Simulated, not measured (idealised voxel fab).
Proc. module: voxel transistor to metal
Section shown: cut. Width: 275 nm. Cell size: 5 nm, square.
Cross-section = grid of square cells, listed top down in bands; band = one or more rows.
The entry gives the band's vertical extent as a top height and a bottom height in nm, then its horizontal make-up as materials from left to right, each with a width in nm. "blank" stands for empty space; a single material marked "edge to edge" fills the band edge to edge.
The reference from which all heights are counted is 0, the level beneath which the as-received wafer is entirely one material; the lowest band, having no lower bound, proceeds downward and is written after the example "top 0, no bottom".
Think of "30..40" as a width that walks from the first number to the second as you go down the band, top row to bottom row, taking equal-sized steps from row to row.
Step marked "stayed the same"? Then no cell in the cross-section changed in it.
"Enclosed void listing" contains a list of empty spaces, each no smaller than 8 cells and without an open way to the top, written in the form width x height at distance with the distance from the left edge and all three in nm.
Past the settings on a step's line: simulator remark, on that step.
overlay nm, on a step with a mask: how far to the right of its planned place the mask lay; to the left if negative
So the way this works: pairs, before and after one process step. The after picture only goes down to the lowest band that actually changed, nothing below. Step and its settings are under each pair. And watch out, pairs might come from different runs of this module, same starting wafer though, so a pair only follows on from the one above if its "Before the step" entry tells you so.

# Before the step
> top 125, bottom 110 | aC edge to edge
> top 110, bottom 80 | SiO2 edge to edge
> top 80, bottom 75 | SiCN edge to edge
> top 75, bottom 60 | SiO2 40 nm, SiCN 5 nm, Ru 15 nm, SiCN 5 nm, SiO2 35 nm, SiCN 5 nm, Ru 15 nm, SiCN 5 nm, SiO2 25 nm, SiCN 5 nm, Ru 15 nm, SiCN 5 nm, SiO2 35 nm, SiCN 5 nm, Ru 15 nm, SiCN 5 nm, SiO2 40 nm
> top 60, bottom 55 | SiCN 45 nm, TiN 15 nm, SiCN 45 nm, TiN 15 nm, SiCN 35 nm, TiN 15 nm, SiCN 45 nm, TiN 15 nm, SiCN 45 nm
> top 55, bottom 45 | SiO2 45 nm, TiN 5 nm, W 15 nm, TiN 5 nm, SiO2 25 nm, TiN 5 nm, W 15 nm, TiN 5 nm, SiO2 35 nm, TiN 5 nm, W 15 nm, TiN 5 nm, SiO2 25 nm, TiN 5 nm, W 15 nm, TiN 5 nm, SiO2 45 nm
> top 45, bottom 40 | SiO2 45 nm, TiN 5 nm, W 10 nm, TiN 10 nm, SiO2 25 nm, TiN 10 nm, W 10 nm, TiN 5 nm, SiO2 35 nm, TiN 5 nm, W 10 nm, TiN 10 nm, SiO2 25 nm, TiN 10 nm, W 10 nm, TiN 5 nm, SiO2 45 nm
> top 40, bottom 30 | SiO2 45 nm, TiN 5 nm, W 10 nm, TiN 5 nm, SiN 10 nm, SiCN 15 nm, SiN 10 nm, TiN 5 nm, W 10 nm, TiN 5 nm, SiO2 35 nm, TiN 5 nm, W 10 nm, TiN 5 nm, SiN 10 nm, SiCN 15 nm, SiN 10 nm, TiN 5 nm, W 10 nm, TiN 5 nm, SiO2 45 nm
> top 30, bottom 20 | SiO2 45 nm, TiN 5 nm, W 10 nm, TiN 5 nm, SiN 10 nm, polySi 15 nm, SiN 10 nm, TiN 5 nm, W 10 nm, TiN 5 nm, SiO2 35 nm, TiN 5 nm, W 10 nm, TiN 5 nm, SiN 10 nm, polySi 15 nm, SiN 10 nm, TiN 5 nm, W 10 nm, TiN 5 nm, SiO2 45 nm
> top 20, bottom 15 | SiO2 45 nm, TiN 20 nm, SiN 10 nm, polySi 15 nm, SiN 10 nm, TiN 20 nm, SiO2 35 nm, TiN 20 nm, SiN 10 nm, polySi 15 nm, SiN 10 nm, TiN 20 nm, SiO2 45 nm
> top 15, bottom 5 | SiO2 35 nm, nSi 30 nm, SiN 10 nm, polySi 15 nm, SiN 10 nm, nSi 30 nm, SiO2 15 nm, nSi 30 nm, SiN 10 nm, polySi 15 nm, SiN 10 nm, nSi 30 nm, SiO2 35 nm
> top 5, bottom 0 | SiO2 35 nm, SiN 10 nm, nSi 20 nm, SiN 10 nm, polySi 15 nm, SiN 10 nm, nSi 20 nm, SiN 10 nm, SiO2 15 nm, SiN 10 nm, nSi 20 nm, SiN 10 nm, polySi 15 nm, SiN 10 nm, nSi 20 nm, SiN 10 nm, SiO2 35 nm
> top 0, bottom -5 | SiO2 45 nm, nSi 20 nm, SiO2 35 nm, nSi 20 nm, SiO2 35 nm, nSi 20 nm, SiO2 35 nm, nSi 20 nm, SiO2 45 nm
> top -5, bottom -20 | SiO2 40 nm, Si 5 nm, nSi 20 nm, Si 35 nm, nSi 20 nm, Si 5 nm, SiO2 25 nm, Si 5 nm, nSi 20 nm, Si 35 nm, nSi 20 nm, Si 5 nm, SiO2 40 nm
> top -20, bottom -25 | SiO2 40 nm, Si 85 nm, SiO2 25 nm, Si 85 nm, SiO2 40 nm
> top -25, no bottom | Si edge to edge
> Enclosed void listing: none

# after
> top 155, bottom 125 | resist 45 nm, blank 15 nm, resist 95 nm, blank 15 nm, resist 105 nm
> For the remainder of the cross-section, below 125, there is no change.
> Enclosed void listing: none
Step, before to after (see cross-sections above): PATTERN (tone open; mask id METAL_2; material resist; width nm 15; pitch nm 110; thk nm 30; overlay nm 0)

Before the step: unchanged from the after cross-section in the pair immediately above; refer to that figure.

# after
> top 140, bottom 125 | resist 45 nm, blank 15 nm, resist 95 nm, blank 15 nm, resist 105 nm
> top 125, bottom 110 | aC 45 nm, blank 15 nm, aC 95 nm, blank 15 nm, aC 105 nm
> For the remainder of the cross-section, below 110, there is no change.
> Enclosed void listing: none
Step, before to after (see cross-sections above): DIRECTIONAL_ETCH (etch materials aC; depth nm 15)

Before the step: unchanged from the after cross-section in the pair immediately above; refer to that figure.

# after
> top 125, bottom 110 | aC 45 nm, blank 15 nm, aC 95 nm, blank 15 nm, aC 105 nm
> For the remainder of the cross-section, below 110, there is no change.
> Enclosed void listing: none
Step, before to after (see cross-sections above): STRIP (etch materials resist)

Before the step: unchanged from the after cross-section in the pair immediately above; refer to that figure.

# after
> top 125, bottom 110 | aC 45 nm, blank 15 nm, aC 95 nm, blank 15 nm, aC 105 nm
> top 110, bottom 95 | SiO2 45 nm, blank 15 nm, SiO2 95 nm, blank 15 nm, SiO2 105 nm
> For the remainder of the cross-section, below 95, there is no change.
> Enclosed void listing: none
Step, before to after (see cross-sections above): DIRECTIONAL_ETCH (etch materials SiO2; depth nm 15)

Before the step: unchanged from the after cross-section in the pair immediately above; refer to that figure.

# after
> top 110, bottom 95 | SiO2 45 nm, blank 15 nm, SiO2 95 nm, blank 15 nm, SiO2 105 nm
> For the remainder of the cross-section, below 95, there is no change.
> Enclosed void listing: none
Step, before to after (see cross-sections above): STRIP (etch materials aC)

Before the step: unchanged from the after cross-section in the pair immediately above; refer to that figure.

# after
> top 125, bottom 110 | aC 45 nm, blank 15 nm, aC 95 nm, blank 15 nm, aC 105 nm
> top 110, bottom 95 | SiO2 45 nm, aC 15 nm, SiO2 95 nm, aC 15 nm, SiO2 105 nm
> For the remainder of the cross-section, below 95, there is no change.
> Enclosed void listing: none
Step, before to after (see cross-sections above): DIRECTIONAL_DEP (material aC; thk nm 15)

Before the step: unchanged from the after cross-section in the pair immediately above; refer to that figure.

# after
> top 160, bottom 125 | resist 45 nm, blank 15 nm, resist 95 nm, blank 15 nm, resist 105 nm
> For the remainder of the cross-section, below 125, there is no change.
> Enclosed void listing: none
Step, before to after (see cross-sections above): PATTERN (tone open; mask id METAL_2_HOLES; material resist; width nm 15; pitch nm 110; thk nm 35; overlay nm 0)

Before the step: unchanged from the after cross-section in the pair immediately above; refer to that figure.

# after
> top 145, bottom 125 | resist 45 nm, blank 15 nm, resist 95 nm, blank 15 nm, resist 105 nm
> top 125, bottom 110 | aC 45 nm, blank 15 nm, aC 95 nm, blank 15 nm, aC 105 nm
> top 110, bottom 95 | SiO2 45 nm, blank 15 nm, SiO2 95 nm, blank 15 nm, SiO2 105 nm
> For the remainder of the cross-section, below 95, there is no change.
> Enclosed void listing: none
Step, before to after (see cross-sections above): DIRECTIONAL_ETCH (etch materials aC; depth nm 15)

Before the step: unchanged from the after cross-section in the pair immediately above; refer to that figure.

# after
> top 125, bottom 110 | aC 45 nm, blank 15 nm, aC 95 nm, blank 15 nm, aC 105 nm
> For the remainder of the cross-section, below 110, there is no change.
> Enclosed void listing: none
Step, before to after (see cross-sections above): STRIP (etch materials resist)

Before the step: unchanged from the after cross-section in the pair immediately above; refer to that figure.

# after
> top 125, bottom 110 | aC 45 nm, blank 15 nm, aC 95 nm, blank 15 nm, aC 105 nm
> top 110, bottom 80 | SiO2 45 nm, blank 15 nm, SiO2 95 nm, blank 15 nm, SiO2 105 nm
> For the remainder of the cross-section, below 80, there is no change.
> Enclosed void listing: none
Step, before to after (see cross-sections above): DIRECTIONAL_ETCH (etch materials SiO2; depth nm 15)

Before the step: unchanged from the after cross-section in the pair immediately above; refer to that figure.

# after
> top 125, bottom 110 | aC 45 nm, blank 15 nm, aC 95 nm, blank 15 nm, aC 105 nm
> top 110, bottom 80 | SiO2 45 nm, blank 15 nm, SiO2 95 nm, blank 15 nm, SiO2 105 nm
> top 80, bottom 75 | SiCN 45 nm, blank 15 nm, SiCN 95 nm, blank 15 nm, SiCN 105 nm
> For the remainder of the cross-section, below 75, there is no change.
> Enclosed void listing: none
Step, before to after (see cross-sections above): DIRECTIONAL_ETCH (etch materials SiCN; depth nm 5)

Before the step: unchanged from the after cross-section in the pair immediately above; refer to that figure.

# after
> top 110, bottom 80 | SiO2 45 nm, blank 15 nm, SiO2 95 nm, blank 15 nm, SiO2 105 nm
> For the remainder of the cross-section, below 80, there is no change.
> Enclosed void listing: none
Step, before to after (see cross-sections above): STRIP (etch materials aC)

Before the step: unchanged from the after cross-section in the pair immediately above; refer to that figure.

# after
> top 115, bottom 110 | TiN 50 nm, blank 5 nm, TiN 105 nm, blank 5 nm, TiN 110 nm
> top 110, bottom 80 | SiO2 45 nm, TiN 5 nm, blank 5 nm, TiN 5 nm, SiO2 95 nm, TiN 5 nm, blank 5 nm, TiN 5 nm, SiO2 105 nm
> top 80, bottom 75 | SiCN 45 nm, TiN 15 nm, SiCN 95 nm, TiN 15 nm, SiCN 105 nm
> For the remainder of the cross-section, below 75, there is no change.
> Enclosed void listing: none
Step, before to after (see cross-sections above): CONFORMAL_DEP (material TiN; thk nm 5)

Before the step: unchanged from the after cross-section in the pair immediately above; refer to that figure.

# after
> top 120, bottom 115 | Ru edge to edge
> top 115, bottom 110 | TiN 50 nm, Ru 5 nm, TiN 105 nm, Ru 5 nm, TiN 110 nm
> top 110, bottom 80 | SiO2 45 nm, TiN 5 nm, Ru 5 nm, TiN 5 nm, SiO2 95 nm, TiN 5 nm, Ru 5 nm, TiN 5 nm, SiO2 105 nm
> For the remainder of the cross-section, below 80, there is no change.
> Enclosed void listing: none
Step, before to after (see cross-sections above): FILL_DEP (material Ru; thk nm 5)

Before the step: unchanged from the after cross-section in the pair immediately above; refer to that figure.

# after
> top 125, bottom 120 | SiCN edge to edge
> For the remainder of the cross-section, below 120, there is no change.
> Enclosed void listing: none
Step, before to after (see cross-sections above): CONFORMAL_DEP (material SiCN; thk nm 5)

# Before the step
> top 30, bottom 15 | aC edge to edge
> top 15, bottom 5 | SiN edge to edge
> top 5, bottom 0 | SiO2 edge to edge
> top 0, no bottom | Si edge to edge
> Enclosed void listing: none

# after
> top 65, bottom 30 | blank 45 nm, resist 80 nm, blank 30 nm, resist 80 nm, blank 40 nm
> For the remainder of the cross-section, below 30, there is no change.
> Enclosed void listing: none
Step, before to after (see cross-sections above): PATTERN (tone cover; mask id ACTIVE; material resist; width nm 80; pitch nm 110; thk nm 35; overlay nm 0)

Before the step: unchanged from the after cross-section in the pair immediately above; refer to that figure.

# after
> top 50, bottom 30 | blank 45 nm, resist 80 nm, blank 30 nm, resist 80 nm, blank 40 nm
> top 30, bottom 15 | blank 45 nm, aC 80 nm, blank 30 nm, aC 80 nm, blank 40 nm
> For the remainder of the cross-section, below 15, there is no change.
> Enclosed void listing: none
Step, before to after (see cross-sections above): DIRECTIONAL_ETCH (etch materials aC; depth nm 15)

Before the step: unchanged from the after cross-section in the pair immediately above; refer to that figure.

# after
> top 30, bottom 15 | blank 45 nm, aC 80 nm, blank 30 nm, aC 80 nm, blank 40 nm
> For the remainder of the cross-section, below 15, there is no change.
> Enclosed void listing: none
Step, before to after (see cross-sections above): STRIP (etch materials resist)

Before the step: unchanged from the after cross-section in the pair immediately above; refer to that figure.

# after
> top 30, bottom 15 | blank 45 nm, aC 80 nm, blank 30 nm, aC 80 nm, blank 40 nm
> top 15, bottom 5 | blank 45 nm, SiN 80 nm, blank 30 nm, SiN 80 nm, blank 40 nm
> For the remainder of the cross-section, below 5, there is no change.
> Enclosed void listing: none
Step, before to after (see cross-sections above): DIRECTIONAL_ETCH (etch materials SiN; depth nm 10)

Before the step: unchanged from the after cross-section in the pair immediately above; refer to that figure.

# after
> top 30, bottom 15 | blank 45 nm, aC 80 nm, blank 30 nm, aC 80 nm, blank 40 nm
> top 15, bottom 5 | blank 45 nm, SiN 80 nm, blank 30 nm, SiN 80 nm, blank 40 nm
> top 5, bottom 0 | blank 45 nm, SiO2 80 nm, blank 30 nm, SiO2 80 nm, blank 40 nm
> For the remainder of the cross-section, below 0, there is no change.
> Enclosed void listing: none
Step, before to after (see cross-sections above): DIRECTIONAL_ETCH (etch materials SiO2; depth nm 5)

Before the step: unchanged from the after cross-section in the pair immediately above; refer to that figure.

# after
> top 30, bottom 15 | blank 45 nm, aC 80 nm, blank 30 nm, aC 80 nm, blank 40 nm
> top 15, bottom 5 | blank 45 nm, SiN 80 nm, blank 30 nm, SiN 80 nm, blank 40 nm
> top 5, bottom 0 | blank 45 nm, SiO2 80 nm, blank 30 nm, SiO2 80 nm, blank 40 nm
> top 0, bottom -25 | blank 45 nm, Si 80 nm, blank 30 nm, Si 80 nm, blank 40 nm
> For the remainder of the cross-section, below -25, there is no change.
> Enclosed void listing: none
Step, before to after (see cross-sections above): DIRECTIONAL_ETCH (etch materials Si; depth nm 25)

Before the step: unchanged from the after cross-section in the pair immediately above; refer to that figure.

# after
> top 15, bottom 5 | blank 45 nm, SiN 80 nm, blank 30 nm, SiN 80 nm, blank 40 nm
> For the remainder of the cross-section, below 5, there is no change.
> Enclosed void listing: none
Step, before to after (see cross-sections above): STRIP (etch materials aC)

Before the step: unchanged from the after cross-section in the pair immediately above; refer to that figure.

# after
> top 20, bottom 15 | SiO2 edge to edge
> top 15, bottom 5 | SiO2 45 nm, SiN 80 nm, SiO2 30 nm, SiN 80 nm, SiO2 40 nm
> top 5, bottom 0 | SiO2 edge to edge
> top 0, bottom -25 | SiO2 45 nm, Si 80 nm, SiO2 30 nm, Si 80 nm, SiO2 40 nm
> For the remainder of the cross-section, below -25, there is no change.
> Enclosed void listing: none
Step, before to after (see cross-sections above): FILL_DEP (material SiO2; thk nm 5)

Before the step: unchanged from the after cross-section in the pair immediately above; refer to that figure.

# after
> top 15, bottom 5 | SiO2 45 nm, SiN 80 nm, SiO2 30 nm, SiN 80 nm, SiO2 40 nm
> For the remainder of the cross-section, below 5, there is no change.
> Enclosed void listing: none
Step, before to after (see cross-sections above): CMP (height nm 15)

Before the step: unchanged from the after cross-section in the pair immediately above; refer to that figure.

# after
> top 15, bottom 10 | blank 45 nm, SiN 80 nm, blank 30 nm, SiN 80 nm, blank 40 nm
> For the remainder of the cross-section, below 10, there is no change.
> Enclosed void listing: none
Step, before to after (see cross-sections above): SELECTIVE_ETCH (etch materials SiO2; depth nm 5)

Before the step: unchanged from the after cross-section in the pair immediately above; refer to that figure.

# after
> top 10, bottom 5 | SiO2 45 nm, blank 80 nm, SiO2 30 nm, blank 80 nm, SiO2 40 nm
> For the remainder of the cross-section, below 5, there is no change.
> Enclosed void listing: none
Step, before to after (see cross-sections above): STRIP (etch materials SiN)

Before the step: unchanged from the after cross-section in the pair immediately above; refer to that figure.

# after
> top 5, bottom 0 | SiO2 40 nm, blank 90 nm, SiO2 20 nm, blank 90 nm, SiO2 35 nm
> For the remainder of the cross-section, below 0, there is no change.
> Enclosed void listing: none
Step, before to after (see cross-sections above): SELECTIVE_ETCH (etch materials SiO2; depth nm 5)

Before the step: unchanged from the after cross-section in the pair immediately above; refer to that figure.

# after
> top 5, bottom 0 | SiO2 40 nm, blank 90 nm, SiO2 20 nm, blank 90 nm, SiO2 35 nm
> top 0, bottom -5 | SiO2 edge to edge
> For the remainder of the cross-section, below -5, there is no change.
> Enclosed void listing: none
Step, before to after (see cross-sections above): OXIDIZE (depth nm 5)

Before the step: unchanged from the after cross-section in the pair immediately above; refer to that figure.

# after
> top 35, bottom 30 | polySi 40 nm, blank 90 nm, polySi 20 nm, blank 90 nm, polySi 35 nm
> top 30, bottom 5 | polySi edge to edge
> top 5, bottom 0 | SiO2 40 nm, polySi 90 nm, SiO2 20 nm, polySi 90 nm, SiO2 35 nm
> For the remainder of the cross-section, below 0, there is no change.
> Enclosed void listing: none
Step, before to after (see cross-sections above): DIRECTIONAL_DEP (material polySi; thk nm 30)

Before the step: unchanged from the after cross-section in the pair immediately above; refer to that figure.

# after
> top 45, bottom 40 | SiCN 40 nm, blank 90 nm, SiCN 20 nm, blank 90 nm, SiCN 35 nm
> top 40, bottom 35 | SiCN edge to edge
> top 35, bottom 30 | polySi 40 nm, SiCN 90 nm, polySi 20 nm, SiCN 90 nm, polySi 35 nm
> For the remainder of the cross-section, below 30, there is no change.
> Enclosed void listing: none
Step, before to after (see cross-sections above): DIRECTIONAL_DEP (material SiCN; thk nm 10)

Before the step: unchanged from the after cross-section in the pair immediately above; refer to that figure.

# after
> top 40, bottom 35 | blank 75 nm, SiCN 15 nm, blank 95 nm, SiCN 15 nm, blank 75 nm
> top 35, bottom 30 | polySi 40 nm, blank 35 nm, SiCN 15 nm, blank 40 nm, polySi 20 nm, blank 35 nm, SiCN 15 nm, blank 40 nm, polySi 35 nm
> For the remainder of the cross-section, below 30, there is no change.
> Enclosed void listing: none
Step, before to after (see cross-sections above): MASKED_ETCH (tone cover; mask id GATE; width nm 15; pitch nm 110; etch materials SiCN; depth nm 20; overlay nm 0)

Before the step: unchanged from the after cross-section in the pair immediately above; refer to that figure.

# after
> top 40, bottom 30 | blank 75 nm, SiCN 15 nm, blank 95 nm, SiCN 15 nm, blank 75 nm
> top 30, bottom 5 | blank 75 nm, polySi 15 nm, blank 95 nm, polySi 15 nm, blank 75 nm
> top 5, bottom 0 | SiO2 40 nm, blank 35 nm, polySi 15 nm, blank 40 nm, SiO2 20 nm, blank 35 nm, polySi 15 nm, blank 40 nm, SiO2 35 nm
> For the remainder of the cross-section, below 0, there is no change.
> Enclosed void listing: none
Step, before to after (see cross-sections above): MASKED_ETCH (tone cover; mask id GATE; width nm 15; pitch nm 110; etch materials polySi; depth nm 40; overlay nm 0)

Before the step: unchanged from the after cross-section in the pair immediately above; refer to that figure.

# after
> top 50, bottom 40 | blank 65 nm, SiN 35 nm, blank 75 nm, SiN 35 nm, blank 65 nm
> top 40, bottom 30 | blank 65 nm, SiN 10 nm, SiCN 15 nm, SiN 10 nm, blank 75 nm, SiN 10 nm, SiCN 15 nm, SiN 10 nm, blank 65 nm
> top 30, bottom 15 | blank 65 nm, SiN 10 nm, polySi 15 nm, SiN 10 nm, blank 75 nm, SiN 10 nm, polySi 15 nm, SiN 10 nm, blank 65 nm
> top 15, bottom 10 | SiN 50 nm, blank 15 nm, SiN 10 nm, polySi 15 nm, SiN 10 nm, blank 20 nm, SiN 40 nm, blank 15 nm, SiN 10 nm, polySi 15 nm, SiN 10 nm, blank 20 nm, SiN 45 nm
> top 10, bottom 5 | SiN 75 nm, polySi 15 nm, SiN 95 nm, polySi 15 nm, SiN 75 nm
> top 5, bottom 0 | SiO2 40 nm, SiN 35 nm, polySi 15 nm, SiN 40 nm, SiO2 20 nm, SiN 35 nm, polySi 15 nm, SiN 40 nm, SiO2 35 nm
> For the remainder of the cross-section, below 0, there is no change.
> Enclosed void listing: none
Step, before to after (see cross-sections above): CONFORMAL_DEP (material SiN; thk nm 10)

Before the step: unchanged from the after cross-section in the pair immediately above; refer to that figure.

# after
> top 40, bottom 30 | blank 65 nm, SiN 10 nm, SiCN 15 nm, SiN 10 nm, blank 75 nm, SiN 10 nm, SiCN 15 nm, SiN 10 nm, blank 65 nm
> top 30, bottom 5 | blank 65 nm, SiN 10 nm, polySi 15 nm, SiN 10 nm, blank 75 nm, SiN 10 nm, polySi 15 nm, SiN 10 nm, blank 65 nm
> top 5, bottom 0 | SiO2 40 nm, SiN 10 nm, blank 15 nm, SiN 10 nm, polySi 15 nm, SiN 10 nm, blank 20 nm, SiN 10 nm, SiO2 20 nm, SiN 10 nm, blank 15 nm, SiN 10 nm, polySi 15 nm, SiN 10 nm, blank 20 nm, SiN 10 nm, SiO2 35 nm
> For the remainder of the cross-section, below 0, there is no change.
> Enclosed void listing: none
Step, before to after (see cross-sections above): DIRECTIONAL_ETCH (etch materials SiN; depth nm 10)

Before the step: unchanged from the after cross-section in the pair immediately above; refer to that figure.

# after
> top 40, bottom 30 | blank 65 nm, SiN 10 nm, SiCN 15 nm, SiN 10 nm, blank 75 nm, SiN 10 nm, SiCN 15 nm, SiN 10 nm, blank 65 nm
> top 30, bottom 5 | blank 65 nm, SiN 10 nm, polySi 15 nm, SiN 10 nm, blank 75 nm, SiN 10 nm, polySi 15 nm, SiN 10 nm, blank 65 nm
> top 5, bottom 0 | blank 40 nm, SiN 10 nm, blank 15 nm, SiN 10 nm, polySi 15 nm, SiN 10 nm, blank 20 nm, SiN 10 nm, blank 20 nm, SiN 10 nm, blank 15 nm, SiN 10 nm, polySi 15 nm, SiN 10 nm, blank 20 nm, SiN 10 nm, blank 35 nm
> top 0, bottom -5 | SiO2 50 nm, blank 15 nm, SiO2 35 nm, blank 20 nm, SiO2 40 nm, blank 15 nm, SiO2 35 nm, blank 20 nm, SiO2 45 nm
> For the remainder of the cross-section, below -5, there is no change.
> Enclosed void listing: none
Step, before to after (see cross-sections above): DIRECTIONAL_ETCH (etch materials SiO2; depth nm 5)

Before the step: unchanged from the after cross-section in the pair immediately above; refer to that figure.

# after
> top 40, bottom 30 | blank 65 nm, SiN 10 nm, SiCN 15 nm, SiN 10 nm, blank 75 nm, SiN 10 nm, SiCN 15 nm, SiN 10 nm, blank 65 nm
> top 30, bottom 5 | blank 65 nm, SiN 10 nm, polySi 15 nm, SiN 10 nm, blank 75 nm, SiN 10 nm, polySi 15 nm, SiN 10 nm, blank 65 nm
> top 5, bottom 0 | blank 40 nm, SiN 10 nm, blank 15 nm, SiN 10 nm, polySi 15 nm, SiN 10 nm, blank 20 nm, SiN 10 nm, blank 20 nm, SiN 10 nm, blank 15 nm, SiN 10 nm, polySi 15 nm, SiN 10 nm, blank 20 nm, SiN 10 nm, blank 35 nm
> top 0, bottom -5 | SiO2 50 nm, blank 15 nm, SiO2 35 nm, blank 20 nm, SiO2 40 nm, blank 15 nm, SiO2 35 nm, blank 20 nm, SiO2 45 nm
> top -5, bottom -20 | SiO2 45 nm, Si 5 nm, blank 15 nm, Si 35 nm, blank 20 nm, Si 5 nm, SiO2 30 nm, Si 5 nm, blank 15 nm, Si 35 nm, blank 20 nm, Si 5 nm, SiO2 40 nm
> For the remainder of the cross-section, below -20, there is no change.
> Enclosed void listing: none
Step, before to after (see cross-sections above): DIRECTIONAL_ETCH (etch materials Si; depth nm 15)

Before the step: unchanged from the after cross-section in the pair immediately above; refer to that figure.

# after
> top 40, bottom 30 | blank 65 nm, SiN 10 nm, SiCN 15 nm, SiN 10 nm, blank 75 nm, SiN 10 nm, SiCN 15 nm, SiN 10 nm, blank 65 nm
> top 30, bottom 15 | blank 65 nm, SiN 10 nm, polySi 15 nm, SiN 10 nm, blank 75 nm, SiN 10 nm, polySi 15 nm, SiN 10 nm, blank 65 nm
> top 15, bottom 5 | blank 40 nm, nSi 25 nm, SiN 10 nm, polySi 15 nm, SiN 10 nm, nSi 30 nm, blank 20 nm, nSi 25 nm, SiN 10 nm, polySi 15 nm, SiN 10 nm, nSi 30 nm, blank 35 nm
> top 5, bottom 0 | blank 40 nm, SiN 10 nm, nSi 15 nm, SiN 10 nm, polySi 15 nm, SiN 10 nm, nSi 20 nm, SiN 10 nm, blank 20 nm, SiN 10 nm, nSi 15 nm, SiN 10 nm, polySi 15 nm, SiN 10 nm, nSi 20 nm, SiN 10 nm, blank 35 nm
> top 0, bottom -5 | SiO2 50 nm, nSi 15 nm, SiO2 35 nm, nSi 20 nm, SiO2 40 nm, nSi 15 nm, SiO2 35 nm, nSi 20 nm, SiO2 45 nm
> top -5, bottom -20 | SiO2 45 nm, Si 5 nm, nSi 15 nm, Si 35 nm, nSi 20 nm, Si 5 nm, SiO2 30 nm, Si 5 nm, nSi 15 nm, Si 35 nm, nSi 20 nm, Si 5 nm, SiO2 40 nm
> For the remainder of the cross-section, below -20, there is no change.
> Enclosed void listing: none
Step, before to after (see cross-sections above): EPI (material nSi; thk nm 20)

Before the step: unchanged from the after cross-section in the pair immediately above; refer to that figure.

# after
> top 50, bottom 40 | SiO2 edge to edge
> top 40, bottom 30 | SiO2 65 nm, SiN 10 nm, SiCN 15 nm, SiN 10 nm, SiO2 75 nm, SiN 10 nm, SiCN 15 nm, SiN 10 nm, SiO2 65 nm
> top 30, bottom 15 | SiO2 65 nm, SiN 10 nm, polySi 15 nm, SiN 10 nm, SiO2 75 nm, SiN 10 nm, polySi 15 nm, SiN 10 nm, SiO2 65 nm
> top 15, bottom 5 | SiO2 40 nm, nSi 25 nm, SiN 10 nm, polySi 15 nm, SiN 10 nm, nSi 30 nm, SiO2 20 nm, nSi 25 nm, SiN 10 nm, polySi 15 nm, SiN 10 nm, nSi 30 nm, SiO2 35 nm
> top 5, bottom 0 | SiO2 40 nm, SiN 10 nm, nSi 15 nm, SiN 10 nm, polySi 15 nm, SiN 10 nm, nSi 20 nm, SiN 10 nm, SiO2 20 nm, SiN 10 nm, nSi 15 nm, SiN 10 nm, polySi 15 nm, SiN 10 nm, nSi 20 nm, SiN 10 nm, SiO2 35 nm
> For the remainder of the cross-section, below 0, there is no change.
> Enclosed void listing: none
Step, before to after (see cross-sections above): FILL_DEP (material SiO2; thk nm 10)

Before the step: unchanged from the after cross-section in the pair immediately above; refer to that figure.

# after
> top 40, bottom 30 | SiO2 65 nm, SiN 10 nm, SiCN 15 nm, SiN 10 nm, SiO2 75 nm, SiN 10 nm, SiCN 15 nm, SiN 10 nm, SiO2 65 nm
> For the remainder of the cross-section, below 30, there is no change.
> Enclosed void listing: none
Step, before to after (see cross-sections above): CMP (height nm 40)

Before the step: unchanged from the after cross-section in the pair immediately above; refer to that figure.

# after
> top 55, bottom 40 | SiO2 edge to edge
> For the remainder of the cross-section, below 40, there is no change.
> Enclosed void listing: none
Step, before to after (see cross-sections above): DIRECTIONAL_DEP (material SiO2; thk nm 15)

Before the step: unchanged from the after cross-section in the pair immediately above; refer to that figure.

# after
> top 75, bottom 55 | resist 45 nm, blank 25 nm, resist 25 nm, blank 25 nm, resist 35 nm, blank 25 nm, resist 25 nm, blank 25 nm, resist 45 nm
> For the remainder of the cross-section, below 55, there is no change.
> Enclosed void listing: none
Step, before to after (see cross-sections above): PATTERN (tone open; mask id CONTACT; material resist; width nm 25; thk nm 20; overlay nm 0)

Before the step: unchanged from the after cross-section in the pair immediately above; refer to that figure.

# after
> top 75, bottom 55 | resist 45 nm, blank 25 nm, resist 25 nm, blank 25 nm, resist 35 nm, blank 25 nm, resist 25 nm, blank 25 nm, resist 45 nm
> top 55, bottom 40 | SiO2 45 nm, blank 25 nm, SiO2 25 nm, blank 25 nm, SiO2 35 nm, blank 25 nm, SiO2 25 nm, blank 25 nm, SiO2 45 nm
> top 40, bottom 30 | SiO2 45 nm, blank 20 nm, SiN 10 nm, SiCN 15 nm, SiN 10 nm, blank 20 nm, SiO2 35 nm, blank 20 nm, SiN 10 nm, SiCN 15 nm, SiN 10 nm, blank 20 nm, SiO2 45 nm
> top 30, bottom 15 | SiO2 45 nm, blank 20 nm, SiN 10 nm, polySi 15 nm, SiN 10 nm, blank 20 nm, SiO2 35 nm, blank 20 nm, SiN 10 nm, polySi 15 nm, SiN 10 nm, blank 20 nm, SiO2 45 nm
> For the remainder of the cross-section, below 15, there is no change.
> Enclosed void listing: none
Step, before to after (see cross-sections above): DIRECTIONAL_ETCH (etch materials SiO2; depth nm 40)

Before the step: unchanged from the after cross-section in the pair immediately above; refer to that figure.

# after
> top 55, bottom 40 | SiO2 45 nm, blank 25 nm, SiO2 25 nm, blank 25 nm, SiO2 35 nm, blank 25 nm, SiO2 25 nm, blank 25 nm, SiO2 45 nm
> For the remainder of the cross-section, below 40, there is no change.
> Enclosed void listing: none
Step, before to after (see cross-sections above): STRIP (etch materials resist)
